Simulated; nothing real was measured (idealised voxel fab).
Herein follows the process module entitled voxel wiring stack.
Xsec cut, 220 nm wide, square cell size 5 nm.
If you're reading a cross-section in this doc, picture square cells in a grid; it comes to you as bands, top ones listed first down to the bottom, and a band can be one or more rows of cells.
Heads up on the band format: heights come first, top then bottom, in nm. After that it's the materials left to right, each with its width in nm. A single material flagged "throughout" fills the whole band edge to edge, and "blank" means there's empty space there.
For the purposes of this specification, 0 denotes the height below which the wafer in its as-received condition is composed wholly of one material, and the lowermost band, lacking a lower limit, extends downward without end, as expressed in "from 0 down".
Top row gets the first number, bottom row gets the second, and each row in between changes by the same step: that is how a band width like "30->40" works.
Where the words "no modifications" appear for a step, the cross-section shows no cell changed by that step; every cell remained as before.
Closed internal cavities: empty space of 8 cells or more with no open way to the top, each as width x height at its distance from the left edge, in nm
Past the settings on a step's line: simulator remark, on that step.
Among the settings permitted on a step's line is "overlay nm"; applied to a step with a mask, it specifies the extent to which the mask lay to the right of its planned position, whereas a negative figure signifies a position to the left.
### Process steps foreseen in the plan
1) RECEIVE,material Si
2) CONFORMAL_DEP,material SiO2,thk nm 15
3) CONFORMAL_DEP,material SiN,thk nm 5
4) DIRECTIONAL_DEP,material SiO2,thk nm 25
5) DIRECTIONAL_DEP,material aC,thk nm 15
6) PATTERN,tone open,mask id METAL_1,material resist,width nm 30,pitch nm 50,thk nm 35,overlay nm 0
7) DIRECTIONAL_ETCH,etch materials aC,depth nm 15
8) STRIP,etch materials resist
9) DIRECTIONAL_ETCH,etch materials SiO2,depth nm 25
10) DIRECTIONAL_ETCH,etch materials SiN,depth nm 5
11) STRIP,etch materials aC
12) CONFORMAL_DEP,material TiN,thk nm 5
13) FILL_DEP,material W,thk nm 5
14) CMP,height nm 45
15) EPI,material Ru,thk nm 5
16) FILL_DEP,material SiCN,thk nm 5
17) DIRECTIONAL_DEP,material lowk,thk nm 35
18) MASKED_ETCH,tone open,mask id METAL_2,width nm 30,pitch nm 50,etch materials lowk,depth nm 20,overlay nm 0
19) MASKED_ETCH,tone open,mask id METAL_2_HOLES,width nm 15,pitch nm 50,etch materials lowk,depth nm 15,overlay nm 0
20) MASKED_ETCH,tone open,mask id METAL_2_HOLES,width nm 15,pitch nm 50,etch materials SiCN,depth nm 5,overlay nm 0
21) CONFORMAL_DEP,material TiN,thk nm 5
22) FILL_DEP,material Cu,thk nm 10
23) CMP,height nm 90
24) CONFORMAL_DEP,material SiCN,thk nm 5
### Cross-section of the wafer as it came to us, i.e., already through step 1
	from 0 down = Si throughout
	Closed internal cavities: none
### As-planned run: cross-section of the first of two wafers at end of module
	from 95 to 90 = SiCN throughout
	from 90 to 75 = lowk 20 nm, TiN 5 nm, Cu 20 nm, TiN 5 nm, lowk 20 nm, TiN 5 nm, Cu 20 nm, TiN 5 nm, lowk 20 nm, TiN 5 nm, Cu 20 nm, TiN 5 nm, lowk 20 nm, TiN 5 nm, Cu 20 nm, TiN 5 nm, lowk 20 nm
	from 75 to 70 = lowk 20 nm, TiN 5 nm, Cu 5 nm, TiN 20 nm, lowk 20 nm, TiN 5 nm, Cu 5 nm, TiN 20 nm, lowk 20 nm, TiN 5 nm, Cu 5 nm, TiN 20 nm, lowk 20 nm, TiN 5 nm, Cu 5 nm, TiN 20 nm, lowk 20 nm
	from 70 to 55 = lowk 20 nm, TiN 5 nm, Cu 5 nm, TiN 5 nm, lowk 35 nm, TiN 5 nm, Cu 5 nm, TiN 5 nm, lowk 35 nm, TiN 5 nm, Cu 5 nm, TiN 5 nm, lowk 35 nm, TiN 5 nm, Cu 5 nm, TiN 5 nm, lowk 35 nm
	from 55 to 50 = SiCN 20 nm, TiN 15 nm, SiCN 35 nm, TiN 15 nm, SiCN 35 nm, TiN 15 nm, SiCN 35 nm, TiN 15 nm, SiCN 35 nm
	from 50 to 45 = SiCN 15 nm, Ru 40 nm, SiCN 10 nm, Ru 40 nm, SiCN 10 nm, Ru 40 nm, SiCN 10 nm, Ru 40 nm, SiCN 15 nm
	from 45 to 20 = SiO2 20 nm, TiN 5 nm, W 20 nm, TiN 5 nm, SiO2 20 nm, TiN 5 nm, W 20 nm, TiN 5 nm, SiO2 20 nm, TiN 5 nm, W 20 nm, TiN 5 nm, SiO2 20 nm, TiN 5 nm, W 20 nm, TiN 5 nm, SiO2 20 nm
	from 20 to 15 = SiN 20 nm, TiN 30 nm, SiN 20 nm, TiN 30 nm, SiN 20 nm, TiN 30 nm, SiN 20 nm, TiN 30 nm, SiN 20 nm
	from 15 to 0 = SiO2 throughout
	from 0 down = Si throughout
	Closed internal cavities: none
### Cross-section at end of module for the second wafer of two, which matched the first in starting point and plan and differed by one mistake in its processing
	from 110 to 105 = SiCN throughout
	from 105 to 95 = Cu throughout
	from 95 to 90 = TiN 25 nm, Cu 20 nm, TiN 30 nm, Cu 20 nm, TiN 30 nm, Cu 20 nm, TiN 30 nm, Cu 20 nm, TiN 25 nm
	from 90 to 75 = lowk 20 nm, TiN 5 nm, Cu 20 nm, TiN 5 nm, lowk 20 nm, TiN 5 nm, Cu 20 nm, TiN 5 nm, lowk 20 nm, TiN 5 nm, Cu 20 nm, TiN 5 nm, lowk 20 nm, TiN 5 nm, Cu 20 nm, TiN 5 nm, lowk 20 nm
	from 75 to 70 = lowk 20 nm, TiN 5 nm, Cu 5 nm, TiN 20 nm, lowk 20 nm, TiN 5 nm, Cu 5 nm, TiN 20 nm, lowk 20 nm, TiN 5 nm, Cu 5 nm, TiN 20 nm, lowk 20 nm, TiN 5 nm, Cu 5 nm, TiN 20 nm, lowk 20 nm
	from 70 to 55 = lowk 20 nm, TiN 5 nm, Cu 5 nm, TiN 5 nm, lowk 35 nm, TiN 5 nm, Cu 5 nm, TiN 5 nm, lowk 35 nm, TiN 5 nm, Cu 5 nm, TiN 5 nm, lowk 35 nm, TiN 5 nm, Cu 5 nm, TiN 5 nm, lowk 35 nm
	from 55 to 50 = SiCN 20 nm, TiN 15 nm, SiCN 35 nm, TiN 15 nm, SiCN 35 nm, TiN 15 nm, SiCN 35 nm, TiN 15 nm, SiCN 35 nm
	from 50 to 45 = SiCN 15 nm, Ru 40 nm, SiCN 10 nm, Ru 40 nm, SiCN 10 nm, Ru 40 nm, SiCN 10 nm, Ru 40 nm, SiCN 15 nm
	from 45 to 20 = SiO2 20 nm, TiN 5 nm, W 20 nm, TiN 5 nm, SiO2 20 nm, TiN 5 nm, W 20 nm, TiN 5 nm, SiO2 20 nm, TiN 5 nm, W 20 nm, TiN 5 nm, SiO2 20 nm, TiN 5 nm, W 20 nm, TiN 5 nm, SiO2 20 nm
	from 20 to 15 = SiN 20 nm, TiN 30 nm, SiN 20 nm, TiN 30 nm, SiN 20 nm, TiN 30 nm, SiN 20 nm, TiN 30 nm, SiN 20 nm
	from 15 to 0 = SiO2 throughout
	from 0 down = Si throughout
	Closed internal cavities: none
What was the processing mistake? execution of step 23 of the plan did not take place, the step having been omitted
Final wafer comparison in cells, second versus first, more or fewer per material: 104 more of Cu, 28 more of TiN
